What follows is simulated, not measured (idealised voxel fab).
process module | voxel transistor to metal
cross-section cut | 280 nm wide | cells 5 nm
A cross-section is a grid of square cells, given in bands from the top down. A band is one or more rows of cells.
Each band's line starts with the height of the band's top and of its bottom, in nm. Then come its materials from left to right, each with its width in nm. One material with "throughout" fills the band from edge to edge. "air" is empty space.
Height 0 is the level under which the wafer as received is all one material. The lowest band goes on downwards, as in "0 down".
A width such as "30 to 40" changes by the same amount from each row of cells to the next, from the band's top row to its bottom row.
"no change" after a step means that no cell of the cross-section changed.
closed voids: empty space of 8 cells or more with no open way to the top, each as width x height at its distance from the left edge, in nm
after a step's settings: what the simulator itself notes on the step
overlay nm, on a step with a mask: how far to the right of its planned place the mask lay; to the left if negative
Each pair below shows a cross-section before one step and the cross-section after it, down to the lowest band that changed. The line under each pair gives the step between them, with its settings. The pairs can come from different runs of this module on the same starting wafer, so a pair continues from the pair above only where its "before" says so.
before
  40 to 35: TiN 35 | air 20 | TiN 40 | air 20 | TiN 50 | air 20 | TiN 40 | air 20 | TiN 35
  35 to 25: SiO2 30 | TiN 5 | air 20 | TiN 5 | SiO2 30 | TiN 5 | air 20 | TiN 5 | SiO2 40 | TiN 5 | air 20 | TiN 5 | SiO2 30 | TiN 5 | air 20 | TiN 5 | SiO2 30
  25 to 20: SiO2 30 | TiN 5 | air 20 | TiN 5 | SiN 5 | SiCN 20 | SiN 5 | TiN 5 | air 20 | TiN 5 | SiO2 40 | TiN 5 | air 20 | TiN 5 | SiN 5 | SiCN 20 | SiN 5 | TiN 5 | air 20 | TiN 5 | SiO2 30
  20 to 0: SiO2 30 | TiN 5 | air 20 | TiN 5 | SiN 5 | polySi 20 | SiN 5 | TiN 5 | air 20 | TiN 5 | SiO2 40 | TiN 5 | air 20 | TiN 5 | SiN 5 | polySi 20 | SiN 5 | TiN 5 | air 20 | TiN 5 | SiO2 30
  0 to -5: SiO2 30 | TiN 30 | SiN 5 | polySi 20 | SiN 5 | TiN 30 | SiO2 40 | TiN 30 | SiN 5 | polySi 20 | SiN 5 | TiN 30 | SiO2 30
  -5 to -10: SiO2 25 | pSi 35 | SiO2 30 | pSi 35 | SiO2 30 | pSi 35 | SiO2 30 | pSi 35 | SiO2 25
  -10 to -35: SiO2 30 | Si 90 | SiO2 40 | Si 90 | SiO2 30
  -35 down: Si throughout
  closed voids: none
after
  50 to 40: W throughout
  40 to 35: TiN 35 | W 20 | TiN 40 | W 20 | TiN 50 | W 20 | TiN 40 | W 20 | TiN 35
  35 to 25: SiO2 30 | TiN 5 | W 20 | TiN 5 | SiO2 30 | TiN 5 | W 20 | TiN 5 | SiO2 40 | TiN 5 | W 20 | TiN 5 | SiO2 30 | TiN 5 | W 20 | TiN 5 | SiO2 30
  25 to 20: SiO2 30 | TiN 5 | W 20 | TiN 5 | SiN 5 | SiCN 20 | SiN 5 | TiN 5 | W 20 | TiN 5 | SiO2 40 | TiN 5 | W 20 | TiN 5 | SiN 5 | SiCN 20 | SiN 5 | TiN 5 | W 20 | TiN 5 | SiO2 30
  20 to 0: SiO2 30 | TiN 5 | W 20 | TiN 5 | SiN 5 | polySi 20 | SiN 5 | TiN 5 | W 20 | TiN 5 | SiO2 40 | TiN 5 | W 20 | TiN 5 | SiN 5 | polySi 20 | SiN 5 | TiN 5 | W 20 | TiN 5 | SiO2 30
  below 0: unchanged
  closed voids: none
the step between: op FILL_DEP | material W | thk nm 10
before: the cross-section after the pair above
after
  35 to 25: SiO2 30 | TiN 5 | W 20 | TiN 5 | SiO2 30 | TiN 5 | W 20 | TiN 5 | SiO2 40 | TiN 5 | W 20 | TiN 5 | SiO2 30 | TiN 5 | W 20 | TiN 5 | SiO2 30
  below 25: unchanged
  closed voids: none
the step between: op CMP | height nm 35
before: the cross-section after the pair above
after
  40 to 35: SiN throughout
  below 35: unchanged
  closed voids: none
the step between: op CONFORMAL_DEP | material SiN | thk nm 5
before: the cross-section after the pair above
after
  55 to 40: SiO2 throughout
  below 40: unchanged
  closed voids: none
the step between: op DIRECTIONAL_DEP | material SiO2 | thk nm 15
before: the cross-section after the pair above
after
  65 to 55: aC throughout
  below 55: unchanged
  closed voids: none
the step between: op DIRECTIONAL_DEP | material aC | thk nm 10
before: the cross-section after the pair above
after
  95 to 65: resist 30 | air 15 | resist 60 | air 15 | resist 40 | air 15 | resist 60 | air 15 | resist 30
  below 65: unchanged
  closed voids: none
the step between: op PATTERN | tone open | mask id METAL_1 | material resist | width nm 15 | thk nm 30 | overlay nm 0
before: the cross-section after the pair above
after
  85 to 65: resist 30 | air 15 | resist 60 | air 15 | resist 40 | air 15 | resist 60 | air 15 | resist 30
  65 to 55: aC 30 | air 15 | aC 60 | air 15 | aC 40 | air 15 | aC 60 | air 15 | aC 30
  below 55: unchanged
  closed voids: none
the step between: op DIRECTIONAL_ETCH | etch materials aC | depth nm 10
before: the cross-section after the pair above
after
  65 to 55: aC 30 | air 15 | aC 60 | air 15 | aC 40 | air 15 | aC 60 | air 15 | aC 30
  below 55: unchanged
  closed voids: none
the step between: op STRIP | etch materials resist
before: the cross-section after the pair above
after
  65 to 55: aC 30 | air 15 | aC 60 | air 15 | aC 40 | air 15 | aC 60 | air 15 | aC 30
  55 to 40: SiO2 30 | air 15 | SiO2 60 | air 15 | SiO2 40 | air 15 | SiO2 60 | air 15 | SiO2 30
  below 40: unchanged
  closed voids: none
the step between: op DIRECTIONAL_ETCH | etch materials SiO2 | depth nm 15
before: the cross-section after the pair above
after
  65 to 55: aC 30 | air 15 | aC 60 | air 15 | aC 40 | air 15 | aC 60 | air 15 | aC 30
  55 to 40: SiO2 30 | air 15 | SiO2 60 | air 15 | SiO2 40 | air 15 | SiO2 60 | air 15 | SiO2 30
  40 to 35: SiN 30 | air 15 | SiN 60 | air 15 | SiN 40 | air 15 | SiN 60 | air 15 | SiN 30
  below 35: unchanged
  closed voids: none
the step between: op DIRECTIONAL_ETCH | etch materials SiN | depth nm 5
before: the cross-section after the pair above
after
  55 to 40: SiO2 30 | air 15 | SiO2 60 | air 15 | SiO2 40 | air 15 | SiO2 60 | air 15 | SiO2 30
  below 40: unchanged
  closed voids: none
the step between: op STRIP | etch materials aC
before: the cross-section after the pair above
after
  60 to 55: TiN 35 | air 5 | TiN 70 | air 5 | TiN 50 | air 5 | TiN 70 | air 5 | TiN 35
  55 to 40: SiO2 30 | TiN 5 | air 5 | TiN 5 | SiO2 60 | TiN 5 | air 5 | TiN 5 | SiO2 40 | TiN 5 | air 5 | TiN 5 | SiO2 60 | TiN 5 | air 5 | TiN 5 | SiO2 30
  40 to 35: SiN 30 | TiN 15 | SiN 60 | TiN 15 | SiN 40 | TiN 15 | SiN 60 | TiN 15 | SiN 30
  below 35: unchanged
  closed voids: none
the step between: op CONFORMAL_DEP | material TiN | thk nm 5
before: the cross-section after the pair above
after
  70 to 60: Cu throughout
  60 to 55: TiN 35 | Cu 5 | TiN 70 | Cu 5 | TiN 50 | Cu 5 | TiN 70 | Cu 5 | TiN 35
  55 to 40: SiO2 30 | TiN 5 | Cu 5 | TiN 5 | SiO2 60 | TiN 5 | Cu 5 | TiN 5 | SiO2 40 | TiN 5 | Cu 5 | TiN 5 | SiO2 60 | TiN 5 | Cu 5 | TiN 5 | SiO2 30
  below 40: unchanged
  closed voids: none
the step between: op FILL_DEP | material Cu | thk nm 10
before: the cross-section after the pair above
after
  55 to 40: SiO2 30 | TiN 5 | Cu 5 | TiN 5 | SiO2 60 | TiN 5 | Cu 5 | TiN 5 | SiO2 40 | TiN 5 | Cu 5 | TiN 5 | SiO2 60 | TiN 5 | Cu 5 | TiN 5 | SiO2 30
  below 40: unchanged
  closed voids: none
the step between: op CMP | height nm 55
before: the cross-section after the pair above
after
  60 to 55: SiN throughout
  below 55: unchanged
  closed voids: none
the step between: op CONFORMAL_DEP | material SiN | thk nm 5
before
  25 to 15: SiCN throughout
  15 to -5: polySi throughout
  -5 to -10: SiO2 throughout
  -10 to -35: SiO2 30 | Si 90 | SiO2 40 | Si 90 | SiO2 30
  -35 down: Si throughout
  closed voids: none
after
  25 to 15: air 65 | SiCN 25 | air 105 | SiCN 25 | air 60
  below 15: unchanged
  closed voids: none
the step between: op MASKED_ETCH | tone cover | mask id GATE | width nm 25 | pitch nm 130 | etch materials SiCN | depth nm 20 | overlay nm 0
before: the cross-section after the pair above
after
  25 to 15: air 65 | SiCN 25 | air 105 | SiCN 25 | air 60
  15 to -5: air 65 | polySi 25 | air 105 | polySi 25 | air 60
  below -5: unchanged
  closed voids: none
the step between: op MASKED_ETCH | tone cover | mask id GATE | width nm 20 | pitch nm 130 | etch materials polySi | depth nm 30 | overlay nm 0
before: the cross-section after the pair above
after
  30 to 25: air 60 | SiN 35 | air 95 | SiN 35 | air 55
  25 to 15: air 60 | SiN 5 | SiCN 25 | SiN 5 | air 95 | SiN 5 | SiCN 25 | SiN 5 | air 55
  15 to 0: air 60 | SiN 5 | polySi 25 | SiN 5 | air 95 | SiN 5 | polySi 25 | SiN 5 | air 55
  0 to -5: SiN 65 | polySi 25 | SiN 105 | polySi 25 | SiN 60
  below -5: unchanged
  closed voids: none
the step between: op CONFORMAL_DEP | material SiN | thk nm 5
before: the cross-section after the pair above
after
  25 to 15: air 60 | SiN 5 | SiCN 25 | SiN 5 | air 95 | SiN 5 | SiCN 25 | SiN 5 | air 55
  15 to -5: air 60 | SiN 5 | polySi 25 | SiN 5 | air 95 | SiN 5 | polySi 25 | SiN 5 | air 55
  below -5: unchanged
  closed voids: none
the step between: op DIRECTIONAL_ETCH | etch materials SiN | depth nm 5
before: the cross-section after the pair above
after
  25 to 15: air 60 | SiN 5 | SiCN 25 | SiN 5 | air 95 | SiN 5 | SiCN 25 | SiN 5 | air 55
  15 to -5: air 60 | SiN 5 | polySi 25 | SiN 5 | air 95 | SiN 5 | polySi 25 | SiN 5 | air 55
  -5 to -10: air 60 | SiO2 35 | air 95 | SiO2 35 | air 55
  below -10: unchanged
  closed voids: none
the step between: op DIRECTIONAL_ETCH | etch materials SiO2 | depth nm 5
before: the cross-section after the pair above
after
  25 to 15: air 60 | SiN 5 | SiCN 25 | SiN 5 | air 95 | SiN 5 | SiCN 25 | SiN 5 | air 55
  15 to -5: air 60 | SiN 5 | polySi 25 | SiN 5 | air 95 | SiN 5 | polySi 25 | SiN 5 | air 55
  -5 to -10: air 25 | pSi 35 | SiO2 35 | pSi 30 | air 30 | pSi 35 | SiO2 35 | pSi 30 | air 25
  below -10: unchanged
  closed voids: none
the step between: op EPI | material pSi | thk nm 5
before: the cross-section after the pair above
after
  35 to 25: SiO2 throughout
  25 to 15: SiO2 60 | SiN 5 | SiCN 25 | SiN 5 | SiO2 95 | SiN 5 | SiCN 25 | SiN 5 | SiO2 55
  15 to -5: SiO2 60 | SiN 5 | polySi 25 | SiN 5 | SiO2 95 | SiN 5 | polySi 25 | SiN 5 | SiO2 55
  -5 to -10: SiO2 25 | pSi 35 | SiO2 35 | pSi 30 | SiO2 30 | pSi 35 | SiO2 35 | pSi 30 | SiO2 25
  below -10: unchanged
  closed voids: none
the step between: op FILL_DEP | material SiO2 | thk nm 10
before: the cross-section after the pair above
after
  25 to 15: SiO2 60 | SiN 5 | SiCN 25 | SiN 5 | SiO2 95 | SiN 5 | SiCN 25 | SiN 5 | SiO2 55
  below 15: unchanged
  closed voids: none
the step between: op CMP | height nm 25
before: the cross-section after the pair above
after
  35 to 25: SiO2 throughout
  below 25: unchanged
  closed voids: none
the step between: op DIRECTIONAL_DEP | material SiO2 | thk nm 10
before: the cross-section after the pair above
after
  50 to 35: aC throughout
  below 35: unchanged
  closed voids: none
the step between: op DIRECTIONAL_DEP | material aC | thk nm 15
before: the cross-section after the pair above
after
  80 to 50: resist 30 | air 30 | resist 30 | air 30 | resist 40 | air 30 | resist 30 | air 30 | resist 30
  below 50: unchanged
  closed voids: none
the step between: op PATTERN | tone open | mask id CONTACT | material resist | width nm 30 | thk nm 30 | overlay nm 0
before: the cross-section after the pair above
after
  65 to 50: resist 30 | air 30 | resist 30 | air 30 | resist 40 | air 30 | resist 30 | air 30 | resist 30
  50 to 35: aC 30 | air 30 | aC 30 | air 30 | aC 40 | air 30 | aC 30 | air 30 | aC 30
  below 35: unchanged
  closed voids: none
the step between: op DIRECTIONAL_ETCH | etch materials aC | depth nm 15
before: the cross-section after the pair above
after
  50 to 35: aC 30 | air 30 | aC 30 | air 30 | aC 40 | air 30 | aC 30 | air 30 | aC 30
  below 35: unchanged
  closed voids: none
the step between: op STRIP | etch materials resist
before: the cross-section after the pair above
after
  50 to 35: aC 30 | air 30 | aC 30 | air 30 | aC 40 | air 30 | aC 30 | air 30 | aC 30
  35 to 25: SiO2 30 | air 30 | SiO2 30 | air 30 | SiO2 40 | air 30 | SiO2 30 | air 30 | SiO2 30
  25 to 15: SiO2 30 | air 30 | SiN 5 | SiCN 25 | SiN 5 | air 25 | SiO2 40 | air 30 | SiN 5 | SiCN 25 | SiN 5 | air 25 | SiO2 30
  15 to -5: SiO2 30 | air 30 | SiN 5 | polySi 25 | SiN 5 | air 25 | SiO2 40 | air 30 | SiN 5 | polySi 25 | SiN 5 | air 25 | SiO2 30
  below -5: unchanged
  closed voids: none
the step between: op DIRECTIONAL_ETCH | etch materials SiO2 | depth nm 40
before: the cross-section after the pair above
after
  35 to 25: SiO2 30 | air 30 | SiO2 30 | air 30 | SiO2 40 | air 30 | SiO2 30 | air 30 | SiO2 30
  below 25: unchanged
  closed voids: none
the step between: op STRIP | etch materials aC
before: the cross-section after the pair above
after
  40 to 35: TiN 35 | air 20 | TiN 40 | air 20 | TiN 50 | air 20 | TiN 40 | air 20 | TiN 35
  35 to 25: SiO2 30 | TiN 5 | air 20 | TiN 5 | SiO2 30 | TiN 5 to 10 | air 20 to 15 | TiN 5 | SiO2 40 | TiN 5 | air 20 | TiN 5 | SiO2 30 | TiN 5 to 10 | air 20 to 15 | TiN 5 | SiO2 30
  25 to 15: SiO2 30 | TiN 5 | air 20 | TiN 5 | SiN 5 | SiCN 25 | SiN 5 | TiN 5 | air 15 | TiN 5 | SiO2 40 | TiN 5 | air 20 | TiN 5 | SiN 5 | SiCN 25 | SiN 5 | TiN 5 | air 15 | TiN 5 | SiO2 30
  15 to 0: SiO2 30 | TiN 5 | air 20 | TiN 5 | SiN 5 | polySi 25 | SiN 5 | TiN 5 | air 15 | TiN 5 | SiO2 40 | TiN 5 | air 20 | TiN 5 | SiN 5 | polySi 25 | SiN 5 | TiN 5 | air 15 | TiN 5 | SiO2 30
  0 to -5: SiO2 30 | TiN 30 | SiN 5 | polySi 25 | SiN 5 | TiN 25 | SiO2 40 | TiN 30 | SiN 5 | polySi 25 | SiN 5 | TiN 25 | SiO2 30
  below -5: unchanged
  closed voids: none
the step between: op CONFORMAL_DEP | material TiN | thk nm 5
before: the cross-section after the pair above
after
  50 to 40: W throughout
  40 to 35: TiN 35 | W 20 | TiN 40 | W 20 | TiN 50 | W 20 | TiN 40 | W 20 | TiN 35
  35 to 25: SiO2 30 | TiN 5 | W 20 | TiN 5 | SiO2 30 | TiN 5 to 10 | W 20 to 15 | TiN 5 | SiO2 40 | TiN 5 | W 20 | TiN 5 | SiO2 30 | TiN 5 to 10 | W 20 to 15 | TiN 5 | SiO2 30
  25 to 15: SiO2 30 | TiN 5 | W 20 | TiN 5 | SiN 5 | SiCN 25 | SiN 5 | TiN 5 | W 15 | TiN 5 | SiO2 40 | TiN 5 | W 20 | TiN 5 | SiN 5 | SiCN 25 | SiN 5 | TiN 5 | W 15 | TiN 5 | SiO2 30
  15 to 0: SiO2 30 | TiN 5 | W 20 | TiN 5 | SiN 5 | polySi 25 | SiN 5 | TiN 5 | W 15 | TiN 5 | SiO2 40 | TiN 5 | W 20 | TiN 5 | SiN 5 | polySi 25 | SiN 5 | TiN 5 | W 15 | TiN 5 | SiO2 30
  below 0: unchanged
  closed voids: none
the step between: op FILL_DEP | material W | thk nm 10
before: the cross-section after the pair above
after
  35 to 25: SiO2 30 | TiN 5 | W 20 | TiN 5 | SiO2 30 | TiN 5 to 10 | W 20 to 15 | TiN 5 | SiO2 40 | TiN 5 | W 20 | TiN 5 | SiO2 30 | TiN 5 to 10 | W 20 to 15 | TiN 5 | SiO2 30
  below 25: unchanged
  closed voids: none
the step between: op CMP | height nm 35
before: the cross-section after the pair above
after
  40 to 35: SiN throughout
  below 35: unchanged
  closed voids: none
the step between: op CONFORMAL_DEP | material SiN | thk nm 5
before: the cross-section after the pair above
after
  55 to 40: SiO2 throughout
  below 40: unchanged
  closed voids: none
the step between: op DIRECTIONAL_DEP | material SiO2 | thk nm 15
before: the cross-section after the pair above
after
  65 to 55: aC throughout
  below 55: unchanged
  closed voids: none
the step between: op DIRECTIONAL_DEP | material aC | thk nm 10
before: the cross-section after the pair above
after
  95 to 65: resist 30 | air 15 | resist 60 | air 15 | resist 40 | air 15 | resist 60 | air 15 | resist 30
  below 65: unchanged
  closed voids: none
the step between: op PATTERN | tone open | mask id METAL_1 | material resist | width nm 15 | thk nm 30 | overlay nm 0
before: the cross-section after the pair above
after
  85 to 65: resist 30 | air 15 | resist 60 | air 15 | resist 40 | air 15 | resist 60 | air 15 | resist 30
  65 to 55: aC 30 | air 15 | aC 60 | air 15 | aC 40 | air 15 | aC 60 | air 15 | aC 30
  below 55: unchanged
  closed voids: none
the step between: op DIRECTIONAL_ETCH | etch materials aC | depth nm 10
before: the cross-section after the pair above
after
  65 to 55: aC 30 | air 15 | aC 60 | air 15 | aC 40 | air 15 | aC 60 | air 15 | aC 30
  below 55: unchanged
  closed voids: none
the step between: op STRIP | etch materials resist
before: the cross-section after the pair above
after
  65 to 55: aC 30 | air 15 | aC 60 | air 15 | aC 40 | air 15 | aC 60 | air 15 | aC 30
  55 to 40: SiO2 30 | air 15 | SiO2 60 | air 15 | SiO2 40 | air 15 | SiO2 60 | air 15 | SiO2 30
  below 40: unchanged
  closed voids: none
the step between: op DIRECTIONAL_ETCH | etch materials SiO2 | depth nm 15
before: the cross-section after the pair above
after
  65 to 55: aC 30 | air 15 | aC 60 | air 15 | aC 40 | air 15 | aC 60 | air 15 | aC 30
  55 to 40: SiO2 30 | air 15 | SiO2 60 | air 15 | SiO2 40 | air 15 | SiO2 60 | air 15 | SiO2 30
  40 to 35: SiN 30 | air 15 | SiN 60 | air 15 | SiN 40 | air 15 | SiN 60 | air 15 | SiN 30
  below 35: unchanged
  closed voids: none
the step between: op DIRECTIONAL_ETCH | etch materials SiN | depth nm 5
before: the cross-section after the pair above
after
  55 to 40: SiO2 30 | air 15 | SiO2 60 | air 15 | SiO2 40 | air 15 | SiO2 60 | air 15 | SiO2 30
  below 40: unchanged
  closed voids: none
the step between: op STRIP | etch materials aC
before: the cross-section after the pair above
after
  60 to 55: TiN 35 | air 5 | TiN 70 | air 5 | TiN 50 | air 5 | TiN 70 | air 5 | TiN 35
  55 to 40: SiO2 30 | TiN 5 | air 5 | TiN 5 | SiO2 60 | TiN 5 | air 5 | TiN 5 | SiO2 40 | TiN 5 | air 5 | TiN 5 | SiO2 60 | TiN 5 | air 5 | TiN 5 | SiO2 30
  40 to 35: SiN 30 | TiN 15 | SiN 60 | TiN 15 | SiN 40 | TiN 15 | SiN 60 | TiN 15 | SiN 30
  below 35: unchanged
  closed voids: none
the step between: op CONFORMAL_DEP | material TiN | thk nm 5
before: the cross-section after the pair above
after
  70 to 60: Cu throughout
  60 to 55: TiN 35 | Cu 5 | TiN 70 | Cu 5 | TiN 50 | Cu 5 | TiN 70 | Cu 5 | TiN 35
  55 to 40: SiO2 30 | TiN 5 | Cu 5 | TiN 5 | SiO2 60 | TiN 5 | Cu 5 | TiN 5 | SiO2 40 | TiN 5 | Cu 5 | TiN 5 | SiO2 60 | TiN 5 | Cu 5 | TiN 5 | SiO2 30
  below 40: unchanged
  closed voids: none
the step between: op FILL_DEP | material Cu | thk nm 10
before: the cross-section after the pair above
after
  55 to 40: SiO2 30 | TiN 5 | Cu 5 | TiN 5 | SiO2 60 | TiN 5 | Cu 5 | TiN 5 | SiO2 40 | TiN 5 | Cu 5 | TiN 5 | SiO2 60 | TiN 5 | Cu 5 | TiN 5 | SiO2 30
  below 40: unchanged
  closed voids: none
the step between: op CMP | height nm 55
before: the cross-section after the pair above
after
  60 to 55: SiN throughout
  below 55: unchanged
  closed voids: none
the step between: op CONFORMAL_DEP | material SiN | thk nm 5
before
  50 to 35: aC throughout
  35 to 25: SiO2 throughout
  25 to 15: SiO2 60 | SiN 5 | SiCN 20 | SiN 5 | SiO2 100 | SiN 5 | SiCN 20 | SiN 5 | SiO2 60
  15 to -5: SiO2 60 | SiN 5 | polySi 20 | SiN 5 | SiO2 100 | SiN 5 | polySi 20 | SiN 5 | SiO2 60
  -5 to -10: SiO2 25 | pSi 35 | SiO2 30 | pSi 35 | SiO2 30 | pSi 35 | SiO2 30 | pSi 35 | SiO2 25
  -10 to -35: SiO2 30 | Si 90 | SiO2 40 | Si 90 | SiO2 30
  -35 down: Si throughout
  closed voids: none
after
  80 to 50: resist 40 | air 30 | resist 30 | air 30 | resist 40 | air 30 | resist 30 | air 30 | resist 20
  below 50: unchanged
  closed voids: none
the step between: op PATTERN | tone open | mask id CONTACT | material resist | width nm 30 | thk nm 30 | overlay nm 10
before: the cross-section after the pair above
after
  65 to 50: resist 40 | air 30 | resist 30 | air 30 | resist 40 | air 30 | resist 30 | air 30 | resist 20
  50 to 35: aC 40 | air 30 | aC 30 | air 30 | aC 40 | air 30 | aC 30 | air 30 | aC 20
  below 35: unchanged
  closed voids: none
the step between: op DIRECTIONAL_ETCH | etch materials aC | depth nm 15
before: the cross-section after the pair above
after
  50 to 35: aC 40 | air 30 | aC 30 | air 30 | aC 40 | air 30 | aC 30 | air 30 | aC 20
  below 35: unchanged
  closed voids: none
the step between: op STRIP | etch materials resist
before: the cross-section after the pair above
after
  50 to 35: aC 40 | air 30 | aC 30 | air 30 | aC 40 | air 30 | aC 30 | air 30 | aC 20
  35 to 25: SiO2 40 | air 30 | SiO2 30 | air 30 | SiO2 40 | air 30 | SiO2 30 | air 30 | SiO2 20
  25 to 15: SiO2 40 | air 20 | SiN 5 | SiCN 20 | SiN 5 | SiO2 10 | air 30 | SiO2 40 | air 20 | SiN 5 | SiCN 20 | SiN 5 | SiO2 10 | air 30 | SiO2 20
  15 to -5: SiO2 40 | air 20 | SiN 5 | polySi 20 | SiN 5 | SiO2 10 | air 30 | SiO2 40 | air 20 | SiN 5 | polySi 20 | SiN 5 | SiO2 10 | air 30 | SiO2 20
  below -5: unchanged
  closed voids: none
the step between: op DIRECTIONAL_ETCH | etch materials SiO2 | depth nm 40
before: the cross-section after the pair above
after
  35 to 25: SiO2 40 | air 30 | SiO2 30 | air 30 | SiO2 40 | air 30 | SiO2 30 | air 30 | SiO2 20
  below 25: unchanged
  closed voids: none
the step between: op STRIP | etch materials aC
before: the cross-section after the pair above
after
  40 to 35: TiN 45 | air 20 | TiN 40 | air 20 | TiN 50 | air 20 | TiN 40 | air 20 | TiN 25
  35 to 25: SiO2 40 | TiN 5 | air 20 to 10 | TiN 5 to 15 | SiO2 30 | TiN 5 | air 20 | TiN 5 | SiO2 40 | TiN 5 | air 20 to 10 | TiN 5 to 15 | SiO2 30 | TiN 5 | air 20 | TiN 5 | SiO2 20
  25 to 15: SiO2 40 | TiN 5 | air 10 | TiN 5 | SiN 5 | SiCN 20 | SiN 5 | SiO2 10 | TiN 5 | air 20 | TiN 5 | SiO2 40 | TiN 5 | air 10 | TiN 5 | SiN 5 | SiCN 20 | SiN 5 | SiO2 10 | TiN 5 | air 20 | TiN 5 | SiO2 20
  15 to 0: SiO2 40 | TiN 5 | air 10 | TiN 5 | SiN 5 | polySi 20 | SiN 5 | SiO2 10 | TiN 5 | air 20 | TiN 5 | SiO2 40 | TiN 5 | air 10 | TiN 5 | SiN 5 | polySi 20 | SiN 5 | SiO2 10 | TiN 5 | air 20 | TiN 5 | SiO2 20
  0 to -5: SiO2 40 | TiN 20 | SiN 5 | polySi 20 | SiN 5 | SiO2 10 | TiN 30 | SiO2 40 | TiN 20 | SiN 5 | polySi 20 | SiN 5 | SiO2 10 | TiN 30 | SiO2 20
  below -5: unchanged
  closed voids: none
the step between: op CONFORMAL_DEP | material TiN | thk nm 5
before: the cross-section after the pair above
after
  50 to 40: W throughout
  40 to 35: TiN 45 | W 20 | TiN 40 | W 20 | TiN 50 | W 20 | TiN 40 | W 20 | TiN 25
  35 to 25: SiO2 40 | TiN 5 | W 20 to 10 | TiN 5 to 15 | SiO2 30 | TiN 5 | W 20 | TiN 5 | SiO2 40 | TiN 5 | W 20 to 10 | TiN 5 to 15 | SiO2 30 | TiN 5 | W 20 | TiN 5 | SiO2 20
  25 to 15: SiO2 40 | TiN 5 | W 10 | TiN 5 | SiN 5 | SiCN 20 | SiN 5 | SiO2 10 | TiN 5 | W 20 | TiN 5 | SiO2 40 | TiN 5 | W 10 | TiN 5 | SiN 5 | SiCN 20 | SiN 5 | SiO2 10 | TiN 5 | W 20 | TiN 5 | SiO2 20
  15 to 0: SiO2 40 | TiN 5 | W 10 | TiN 5 | SiN 5 | polySi 20 | SiN 5 | SiO2 10 | TiN 5 | W 20 | TiN 5 | SiO2 40 | TiN 5 | W 10 | TiN 5 | SiN 5 | polySi 20 | SiN 5 | SiO2 10 | TiN 5 | W 20 | TiN 5 | SiO2 20
  below 0: unchanged
  closed voids: none
the step between: op FILL_DEP | material W | thk nm 10
before: the cross-section after the pair above
after
  35 to 25: SiO2 40 | TiN 5 | W 20 to 10 | TiN 5 to 15 | SiO2 30 | TiN 5 | W 20 | TiN 5 | SiO2 40 | TiN 5 | W 20 to 10 | TiN 5 to 15 | SiO2 30 | TiN 5 | W 20 | TiN 5 | SiO2 20
  below 25: unchanged
  closed voids: none
the step between: op CMP | height nm 35
before: the cross-section after the pair above
after
  40 to 35: SiN throughout
  below 35: unchanged
  closed voids: none
the step between: op CONFORMAL_DEP | material SiN | thk nm 5
before: the cross-section after the pair above
after
  55 to 40: SiO2 throughout
  below 40: unchanged
  closed voids: none
the step between: op DIRECTIONAL_DEP | material SiO2 | thk nm 15
before: the cross-section after the pair above
after
  65 to 55: aC throughout
  below 55: unchanged
  closed voids: none
the step between: op DIRECTIONAL_DEP | material aC | thk nm 10
before: the cross-section after the pair above
after
  95 to 65: resist 30 | air 15 | resist 60 | air 15 | resist 40 | air 15 | resist 60 | air 15 | resist 30
  below 65: unchanged
  closed voids: none
the step between: op PATTERN | tone open | mask id METAL_1 | material resist | width nm 15 | thk nm 30 | overlay nm 0
before: the cross-section after the pair above
after
  85 to 65: resist 30 | air 15 | resist 60 | air 15 | resist 40 | air 15 | resist 60 | air 15 | resist 30
  65 to 55: aC 30 | air 15 | aC 60 | air 15 | aC 40 | air 15 | aC 60 | air 15 | aC 30
  below 55: unchanged
  closed voids: none
the step between: op DIRECTIONAL_ETCH | etch materials aC | depth nm 10
before: the cross-section after the pair above
after
  65 to 55: aC 30 | air 15 | aC 60 | air 15 | aC 40 | air 15 | aC 60 | air 15 | aC 30
  below 55: unchanged
  closed voids: none
the step between: op STRIP | etch materials resist
before: the cross-section after the pair above
after
  65 to 55: aC 30 | air 15 | aC 60 | air 15 | aC 40 | air 15 | aC 60 | air 15 | aC 30
  55 to 40: SiO2 30 | air 15 | SiO2 60 | air 15 | SiO2 40 | air 15 | SiO2 60 | air 15 | SiO2 30
  below 40: unchanged
  closed voids: none
the step between: op DIRECTIONAL_ETCH | etch materials SiO2 | depth nm 15
before: the cross-section after the pair above
after
  65 to 55: aC 30 | air 15 | aC 60 | air 15 | aC 40 | air 15 | aC 60 | air 15 | aC 30
  55 to 40: SiO2 30 | air 15 | SiO2 60 | air 15 | SiO2 40 | air 15 | SiO2 60 | air 15 | SiO2 30
  40 to 35: SiN 30 | air 15 | SiN 60 | air 15 | SiN 40 | air 15 | SiN 60 | air 15 | SiN 30
  below 35: unchanged
  closed voids: none
the step between: op DIRECTIONAL_ETCH | etch materials SiN | depth nm 5
before: the cross-section after the pair above
after
  55 to 40: SiO2 30 | air 15 | SiO2 60 | air 15 | SiO2 40 | air 15 | SiO2 60 | air 15 | SiO2 30
  below 40: unchanged
  closed voids: none
the step between: op STRIP | etch materials aC
before: the cross-section after the pair above
after
  60 to 55: TiN 35 | air 5 | TiN 70 | air 5 | TiN 50 | air 5 | TiN 70 | air 5 | TiN 35
  55 to 40: SiO2 30 | TiN 5 | air 5 | TiN 5 | SiO2 60 | TiN 5 | air 5 | TiN 5 | SiO2 40 | TiN 5 | air 5 | TiN 5 | SiO2 60 | TiN 5 | air 5 | TiN 5 | SiO2 30
  40 to 35: SiN 30 | TiN 15 | SiN 60 | TiN 15 | SiN 40 | TiN 15 | SiN 60 | TiN 15 | SiN 30
  below 35: unchanged
  closed voids: none
the step between: op CONFORMAL_DEP | material TiN | thk nm 5
before: the cross-section after the pair above
after
  70 to 60: Cu throughout
  60 to 55: TiN 35 | Cu 5 | TiN 70 | Cu 5 | TiN 50 | Cu 5 | TiN 70 | Cu 5 | TiN 35
  55 to 40: SiO2 30 | TiN 5 | Cu 5 | TiN 5 | SiO2 60 | TiN 5 | Cu 5 | TiN 5 | SiO2 40 | TiN 5 | Cu 5 | TiN 5 | SiO2 60 | TiN 5 | Cu 5 | TiN 5 | SiO2 30
  below 40: unchanged
  closed voids: none
the step between: op FILL_DEP | material Cu | thk nm 10
before: the cross-section after the pair above
after
  55 to 40: SiO2 30 | TiN 5 | Cu 5 | TiN 5 | SiO2 60 | TiN 5 | Cu 5 | TiN 5 | SiO2 40 | TiN 5 | Cu 5 | TiN 5 | SiO2 60 | TiN 5 | Cu 5 | TiN 5 | SiO2 30
  below 40: unchanged
  closed voids: none
the step between: op CMP | height nm 55
before: the cross-section after the pair above
after
  60 to 55: SiN throughout
  below 55: unchanged
  closed voids: none
the step between: op CONFORMAL_DEP | material SiN | thk nm 5
